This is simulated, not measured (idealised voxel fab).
The following process module bears the name voxel air gaps.
Pictured: cross-section cut, 215 nm wide, on a grid of 5 nm square cells.
When this document writes out a cross-section, it uses a grid of square cells and lists it as bands, beginning at the top and moving down, with a band standing for one or more rows of cells.
Look at the band entry: it leads with the top's height and the bottom's height in nm. Then it lists the materials left to right, with a width in nm for each. The word "edge to edge" on a single material says that material fills the band edge to edge. The word "air" is empty space.
Where do heights start? At 0: under that level the wafer as delivered is made of one material only. And the lowest band has no floor; it just carries on downward, as in "top 0, no bottom".
Read "30->40" as a graded width: first number on top, second number at the bottom, same change between each pair of neighbouring rows.
The designation "identical to before", where it is given for a processing step, indicates that no cell of the cross-section was altered in the course of that step.
So "Tabulated closed voids" is basically the list of trapped voids: any empty space of 8 cells or more that can't reach the top through an opening. They're written width x height at distance, the distance being from the left edge, and it's all nm.
Anything after a step's settings on that line? It's the simulator's own note about the step.
overlay nm: how far to the right of its planned place the mask lay on this masked step (negative: to the left).
[Below is the list of planned process steps]
step 1: RECEIVE (material Si)
step 2: CONFORMAL_DEP (material SiO2; thk nm 10)
step 3: CONFORMAL_DEP (material SiCN; thk nm 5)
step 4: DIRECTIONAL_DEP (material lowk; thk nm 35)
step 5: MASKED_ETCH (tone open; mask id LINES; width nm 20; pitch nm 50; etch materials lowk; depth nm 35; overlay nm 0)
step 6: CONFORMAL_DEP (material TiN; thk nm 5)
step 7: FILL_DEP (material Ru; thk nm 10)
step 8: CMP (height nm 50)
step 9: EPI (material Ru; thk nm 10)
step 10: SELECTIVE_ETCH (etch materials lowk; depth nm 45)
step 11: CONFORMAL_DEP (material SiCN; thk nm 5)
[As-received wafer cross-section (after step 1)]
top 0, no bottom  Si edge to edge
Tabulated closed voids: none
[Module complete - cross-section of the first of two wafers, run according to plan]
top 65, bottom 60  air: 5 | SiCN: 200 | air: 10
top 60, bottom 50  air: 5 | SiCN: 5 | Ru: 40 | SiCN: 10 | Ru: 40 | SiCN: 10 | Ru: 40 | SiCN: 10 | Ru: 40 | SiCN: 5 | air: 10
top 50, bottom 45  air: 5 | SiCN: 15 | TiN: 5 | Ru: 10 | TiN: 5 | SiCN: 30 | TiN: 5 | Ru: 10 | TiN: 5 | SiCN: 30 | TiN: 5 | Ru: 10 | TiN: 5 | SiCN: 30 | TiN: 5 | Ru: 10 | TiN: 5 | SiCN: 15 | air: 10
top 45, bottom 20  air: 15 | SiCN: 5 | TiN: 5 | Ru: 10 | TiN: 5 | SiCN: 5 | air: 20 | SiCN: 5 | TiN: 5 | Ru: 10 | TiN: 5 | SiCN: 5 | air: 20 | SiCN: 5 | TiN: 5 | Ru: 10 | TiN: 5 | SiCN: 5 | air: 20 | SiCN: 5 | TiN: 5 | Ru: 10 | TiN: 5 | SiCN: 5 | air: 20
top 20, bottom 15  SiCN: 20 | TiN: 20 | SiCN: 30 | TiN: 20 | SiCN: 30 | TiN: 20 | SiCN: 30 | TiN: 20 | SiCN: 25
top 15, bottom 10  SiCN edge to edge
top 10, bottom 0  SiO2 edge to edge
top 0, no bottom  Si edge to edge
Tabulated closed voids: 20 x 25 at 45; 20 x 25 at 95; 20 x 25 at 145
[Cross-sectional image of the second wafer of the two following completion of the module. Starting state and process plan were the same as for the first wafer; one execution error occurred]
top 65, bottom 60  SiCN edge to edge
top 60, bottom 50  Ru edge to edge
top 50, bottom 20  Ru: 15 | TiN: 5 | lowk: 20 | TiN: 5 | Ru: 20 | TiN: 5 | lowk: 20 | TiN: 5 | Ru: 20 | TiN: 5 | lowk: 20 | TiN: 5 | Ru: 20 | TiN: 5 | lowk: 20 | TiN: 5 | Ru: 20
top 20, bottom 15  TiN: 20 | lowk: 20 | TiN: 30 | lowk: 20 | TiN: 30 | lowk: 20 | TiN: 30 | lowk: 20 | TiN: 25
top 15, bottom 10  SiCN edge to edge
top 10, bottom 0  SiO2 edge to edge
top 0, no bottom  Si edge to edge
Tabulated closed voids: none
Error vs. plan: step 5 off recipe, ran as MASKED_ETCH (tone cover; mask id LINES; width nm 20; pitch nm 50; etch materials lowk; depth nm 35; overlay nm 0)
At the finish, the second wafer shows more or fewer cells for some materials than the first does: +88 Ru; -104 SiCN; +11 TiN; +112 lowk
Heads up: the first wafer ends with 3 closed voids, the second with 0.
